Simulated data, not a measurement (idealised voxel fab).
process module | voxel ribs on slabs
cross-section cut | 285 nm wide | cells 5 nm
A cross-section is a grid of square cells, given in bands from the top down. A band is one or more rows of cells.
Each band's line starts with the height of the band's top and of its bottom, in nm. Then come its materials from left to right, each with its width in nm. One material with "throughout" fills the band from edge to edge. "air" is empty space.
Height 0 is the level under which the wafer as received is all one material. The lowest band goes on downwards, as in "0 down".
A width such as "30 to 40" changes by the same amount from each row of cells to the next, from the band's top row to its bottom row.
"no change" after a step means that no cell of the cross-section changed.
closed voids: empty space of 8 cells or more with no open way to the top, each as width x height at its distance from the left edge, in nm
after a step's settings: what the simulator itself notes on the step
overlay nm, on a step with a mask: how far to the right of its planned place the mask lay; to the left if negative
plan
1 op RECEIVE | material Si
2 op DIRECTIONAL_DEP | material SiO2 | thk nm 25
3 op DIRECTIONAL_DEP | material SiN | thk nm 20
4 op DIRECTIONAL_DEP | material aC | thk nm 10
5 op PATTERN | tone cover | mask id RIB | material resist | width nm 25 | thk nm 25 | overlay nm 0
6 op DIRECTIONAL_ETCH | etch materials aC | depth nm 10
7 op STRIP | etch materials resist
8 op DIRECTIONAL_ETCH | etch materials SiN | depth nm 5
9 op STRIP | etch materials aC
10 op DIRECTIONAL_DEP | material aC | thk nm 10
11 op PATTERN | tone cover | mask id SLAB | material resist | width nm 55 | thk nm 30 | overlay nm 0
12 op DIRECTIONAL_ETCH | etch materials aC | depth nm 10
13 op STRIP | etch materials resist
14 op DIRECTIONAL_ETCH | etch materials SiN | depth nm 15
15 op STRIP | etch materials aC
16 op FILL_DEP | material SiO2 | thk nm 15
17 op CMP | height nm 55
18 op DIRECTIONAL_DEP | material W | thk nm 5
19 op PATTERN | tone cover | mask id HEATER | material resist | width nm 35 | thk nm 20 | overlay nm 0
20 op DIRECTIONAL_ETCH | etch materials W | depth nm 5
21 op STRIP | etch materials resist
22 op CONFORMAL_DEP | material SiO2 | thk nm 5
as received, after step 1
  0 down: Si throughout
  closed voids: none
a wafer at the end: this start, this plan, one mistake
  60 to 55: air 125 | W 35 | air 125
  55 to 45: SiO2 throughout
  45 to 40: SiO2 130 | SiN 25 | SiO2 130
  40 to 25: SiO2 115 | SiN 55 | SiO2 115
  25 to 0: SiO2 throughout
  0 down: Si throughout
  closed voids: none
what went wrong: step 22 was left out
